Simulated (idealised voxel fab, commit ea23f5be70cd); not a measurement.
process module | voxel air gaps
The cross-section on display is named cut; it measures 170 nm wide, and its cells are 5 nm squares.
How to read a cross-section here: the picture is a grid of square cells, written as bands going from the top down, and any band can span one or more rows of cells.
Band: top height; bottom height; in nm. Then, left to right: material with width in nm, for each material. "full width": a single material spanning edge to edge. "air": empty space.
Beneath 0, the wafer as received is one material, and that level is where height counting begins. The lowest band goes on downward without a bottom; it is written like "z 0 and below".
Read "30..40" as a graded width: first number on top, second number at the bottom, same change between each pair of neighbouring rows.
It should be understood that the words "remains unaltered", when stated for a given step, signify that the cross-section underwent no change in any of its cells during that step.
"Enclosed cavity list" specifies each empty space that is not open to the top and that occupies no fewer than 8 cells, using the form width x height at distance, the distance measured from the left edge and all three quantities in nm.
Note: text after step settings on the step line = simulator remark on that step.
You can add "overlay nm" to a step's line. For a step with a mask, it describes how far the mask lay to the right of its planned position, and a negative number describes a lay to the left.
Planned process steps
| 1 | RECEIVE: material Si |
| 2 | CONFORMAL_DEP: material SiO2, thk nm 10 |
| 3 | CONFORMAL_DEP: material SiN, thk nm 5 |
| 4 | DIRECTIONAL_DEP: material lowk, thk nm 40 |
| 5 | DIRECTIONAL_DEP: material aC, thk nm 10 |
| 6 | PATTERN: tone open, mask id LINES, material resist, width nm 20, pitch nm 45, thk nm 25, overlay nm 0 |
| 7 | DIRECTIONAL_ETCH: etch materials aC, depth nm 10 |
| 8 | STRIP: etch materials resist |
| 9 | DIRECTIONAL_ETCH: etch materials lowk, depth nm 40 |
| 10 | STRIP: etch materials aC |
| 11 | CONFORMAL_DEP: material TiN, thk nm 5 |
| 12 | FILL_DEP: material Ru, thk nm 10 |
| 13 | CMP: height nm 55 |
| 14 | EPI: material Ru, thk nm 10 |
| 15 | SELECTIVE_ETCH: etch materials lowk, depth nm 50 |
| 16 | CONFORMAL_DEP: material SiCN, thk nm 5 |
The first of the two wafers, which ran as planned
Incoming wafer in cross-section (state: after step 1)
	z 0 and below  Si full width
	Enclosed cavity list: none
The following cross-section depicts the wafer upon completion of step 2
	z 10 to 0  SiO2 full width
	Below 0 it's all the same as before, nothing changed down there.
The following cross-section depicts the wafer upon completion of step 3
	z 15 to 10  SiN full width
	Below 10 it's all the same as before, nothing changed down there.
The following cross-section depicts the wafer upon completion of step 4
	z 55 to 15  lowk full width
	Below 15 it's all the same as before, nothing changed down there.
The following cross-section depicts the wafer upon completion of step 5
	z 65 to 55  aC full width
	Below 55 it's all the same as before, nothing changed down there.
The following cross-section depicts the wafer upon completion of step 6
	z 90 to 65  resist=30, then air=20, then resist=25, then air=20, then resist=25, then air=20, then resist=30
	Below 65 it's all the same as before, nothing changed down there.
The following cross-section depicts the wafer upon completion of step 7
	z 80 to 65  resist=30, then air=20, then resist=25, then air=20, then resist=25, then air=20, then resist=30
	z 65 to 55  aC=30, then air=20, then aC=25, then air=20, then aC=25, then air=20, then aC=30
	Below 55 it's all the same as before, nothing changed down there.
The following cross-section depicts the wafer upon completion of step 8
	z 65 to 55  aC=30, then air=20, then aC=25, then air=20, then aC=25, then air=20, then aC=30
	Below 55 it's all the same as before, nothing changed down there.
The following cross-section depicts the wafer upon completion of step 9
	z 65 to 55  aC=30, then air=20, then aC=25, then air=20, then aC=25, then air=20, then aC=30
	z 55 to 15  lowk=30, then air=20, then lowk=25, then air=20, then lowk=25, then air=20, then lowk=30
	Below 15 it's all the same as before, nothing changed down there.
The following cross-section depicts the wafer upon completion of step 10
	z 55 to 15  lowk=30, then air=20, then lowk=25, then air=20, then lowk=25, then air=20, then lowk=30
	Below 15 it's all the same as before, nothing changed down there.
The following cross-section depicts the wafer upon completion of step 11
	z 60 to 55  TiN=35, then air=10, then TiN=35, then air=10, then TiN=35, then air=10, then TiN=35
	z 55 to 20  lowk=30, then TiN=5, then air=10, then TiN=5, then lowk=25, then TiN=5, then air=10, then TiN=5, then lowk=25, then TiN=5, then air=10, then TiN=5, then lowk=30
	z 20 to 15  lowk=30, then TiN=20, then lowk=25, then TiN=20, then lowk=25, then TiN=20, then lowk=30
	Below 15 it's all the same as before, nothing changed down there.
The following cross-section depicts the wafer upon completion of step 12
	z 70 to 60  Ru full width
	z 60 to 55  TiN=35, then Ru=10, then TiN=35, then Ru=10, then TiN=35, then Ru=10, then TiN=35
	z 55 to 20  lowk=30, then TiN=5, then Ru=10, then TiN=5, then lowk=25, then TiN=5, then Ru=10, then TiN=5, then lowk=25, then TiN=5, then Ru=10, then TiN=5, then lowk=30
	Below 20 it's all the same as before, nothing changed down there.
The following cross-section depicts the wafer upon completion of step 13
	z 55 to 20  lowk=30, then TiN=5, then Ru=10, then TiN=5, then lowk=25, then TiN=5, then Ru=10, then TiN=5, then lowk=25, then TiN=5, then Ru=10, then TiN=5, then lowk=30
	Below 20 it's all the same as before, nothing changed down there.
The following cross-section depicts the wafer upon completion of step 14
	z 65 to 55  air=20, then Ru=40, then air=5, then Ru=40, then air=5, then Ru=40, then air=20
	Below 55 it's all the same as before, nothing changed down there.
The following cross-section depicts the wafer upon completion of step 15
	z 65 to 55  air=20, then Ru=40, then air=5, then Ru=40, then air=5, then Ru=40, then air=20
	z 55 to 20  air=30, then TiN=5, then Ru=10, then TiN=5, then air=25, then TiN=5, then Ru=10, then TiN=5, then air=25, then TiN=5, then Ru=10, then TiN=5, then air=30
	z 20 to 15  air=30, then TiN=20, then air=25, then TiN=20, then air=25, then TiN=20, then air=30
	Below 15 it's all the same as before, nothing changed down there.
The following cross-section depicts the wafer upon completion of step 16
	z 70 to 65  air=15, then SiCN=140, then air=15
	z 65 to 55  air=15, then SiCN=5, then Ru=40, then SiCN=5, then Ru=40, then SiCN=5, then Ru=40, then SiCN=5, then air=15
	z 55 to 50  air=15, then SiCN=15, then TiN=5, then Ru=10, then TiN=5, then SiCN=25, then TiN=5, then Ru=10, then TiN=5, then SiCN=25, then TiN=5, then Ru=10, then TiN=5, then SiCN=15, then air=15
	z 50 to 20  air=25, then SiCN=5, then TiN=5, then Ru=10, then TiN=5, then SiCN=5, then air=15, then SiCN=5, then TiN=5, then Ru=10, then TiN=5, then SiCN=5, then air=15, then SiCN=5, then TiN=5, then Ru=10, then TiN=5, then SiCN=5, then air=25
	z 20 to 15  SiCN=30, then TiN=20, then SiCN=25, then TiN=20, then SiCN=25, then TiN=20, then SiCN=30
	Below 15 it's all the same as before, nothing changed down there.
	Enclosed cavity list: 15 x 30 at 55; 15 x 30 at 100
It is to be noted that the second wafer proceeded from the same initial state and according to the same plan as the first, although one mistake was committed in its execution; through step 5, inclusive, the two wafers share an identical history
X-section, second wafer, when step 6 was due to finish
	z 90 to 65  resist=35, then air=20, then resist=25, then air=20, then resist=25, then air=20, then resist=25
	Below 65 it's all the same as before, nothing changed down there.
X-section, second wafer, when step 7 was due to finish
	z 80 to 65  resist=35, then air=20, then resist=25, then air=20, then resist=25, then air=20, then resist=25
	z 65 to 55  aC=35, then air=20, then aC=25, then air=20, then aC=25, then air=20, then aC=25
	Below 55 it's all the same as before, nothing changed down there.
X-section, second wafer, when step 8 was due to finish
	z 65 to 55  aC=35, then air=20, then aC=25, then air=20, then aC=25, then air=20, then aC=25
	Below 55 it's all the same as before, nothing changed down there.
X-section, second wafer, when step 9 was due to finish
	z 65 to 55  aC=35, then air=20, then aC=25, then air=20, then aC=25, then air=20, then aC=25
	z 55 to 15  lowk=35, then air=20, then lowk=25, then air=20, then lowk=25, then air=20, then lowk=25
	Below 15 it's all the same as before, nothing changed down there.
X-section, second wafer, when step 10 was due to finish
	z 55 to 15  lowk=35, then air=20, then lowk=25, then air=20, then lowk=25, then air=20, then lowk=25
	Below 15 it's all the same as before, nothing changed down there.
X-section, second wafer, when step 11 was due to finish
	z 60 to 55  TiN=40, then air=10, then TiN=35, then air=10, then TiN=35, then air=10, then TiN=30
	z 55 to 20  lowk=35, then TiN=5, then air=10, then TiN=5, then lowk=25, then TiN=5, then air=10, then TiN=5, then lowk=25, then TiN=5, then air=10, then TiN=5, then lowk=25
	z 20 to 15  lowk=35, then TiN=20, then lowk=25, then TiN=20, then lowk=25, then TiN=20, then lowk=25
	Below 15 it's all the same as before, nothing changed down there.
X-section, second wafer, when step 12 was due to finish
	z 70 to 60  Ru full width
	z 60 to 55  TiN=40, then Ru=10, then TiN=35, then Ru=10, then TiN=35, then Ru=10, then TiN=30
	z 55 to 20  lowk=35, then TiN=5, then Ru=10, then TiN=5, then lowk=25, then TiN=5, then Ru=10, then TiN=5, then lowk=25, then TiN=5, then Ru=10, then TiN=5, then lowk=25
	Below 20 it's all the same as before, nothing changed down there.
X-section, second wafer, when step 13 was due to finish
	z 55 to 20  lowk=35, then TiN=5, then Ru=10, then TiN=5, then lowk=25, then TiN=5, then Ru=10, then TiN=5, then lowk=25, then TiN=5, then Ru=10, then TiN=5, then lowk=25
	Below 20 it's all the same as before, nothing changed down there.
X-section, second wafer, when step 14 was due to finish
	z 65 to 55  air=25, then Ru=40, then air=5, then Ru=40, then air=5, then Ru=40, then air=15
	Below 55 it's all the same as before, nothing changed down there.
X-section, second wafer, when step 15 was due to finish
	z 65 to 55  air=25, then Ru=40, then air=5, then Ru=40, then air=5, then Ru=40, then air=15
	z 55 to 20  air=35, then TiN=5, then Ru=10, then TiN=5, then air=25, then TiN=5, then Ru=10, then TiN=5, then air=25, then TiN=5, then Ru=10, then TiN=5, then air=25
	z 20 to 15  air=35, then TiN=20, then air=25, then TiN=20, then air=25, then TiN=20, then air=25
	Below 15 it's all the same as before, nothing changed down there.
X-section, second wafer, when step 16 was due to finish
	z 70 to 65  air=20, then SiCN=140, then air=10
	z 65 to 55  air=20, then SiCN=5, then Ru=40, then SiCN=5, then Ru=40, then SiCN=5, then Ru=40, then SiCN=5, then air=10
	z 55 to 50  air=20, then SiCN=15, then TiN=5, then Ru=10, then TiN=5, then SiCN=25, then TiN=5, then Ru=10, then TiN=5, then SiCN=25, then TiN=5, then Ru=10, then TiN=5, then SiCN=15, then air=10
	z 50 to 20  air=30, then SiCN=5, then TiN=5, then Ru=10, then TiN=5, then SiCN=5, then air=15, then SiCN=5, then TiN=5, then Ru=10, then TiN=5, then SiCN=5, then air=15, then SiCN=5, then TiN=5, then Ru=10, then TiN=5, then SiCN=5, then air=20
	z 20 to 15  SiCN=35, then TiN=20, then SiCN=25, then TiN=20, then SiCN=25, then TiN=20, then SiCN=25
	Below 15 it's all the same as before, nothing changed down there.
	Enclosed cavity list: 15 x 30 at 60; 15 x 30 at 105
The mistake made against the process plan was this: step 6 deviated from plan and actually ran as PATTERN: tone open, mask id LINES, material resist, width nm 20, pitch nm 45, thk nm 25, overlay nm 5
The concluding comparison shows that, measured in cells, each material is equally abundant on both wafers, albeit at different positions.
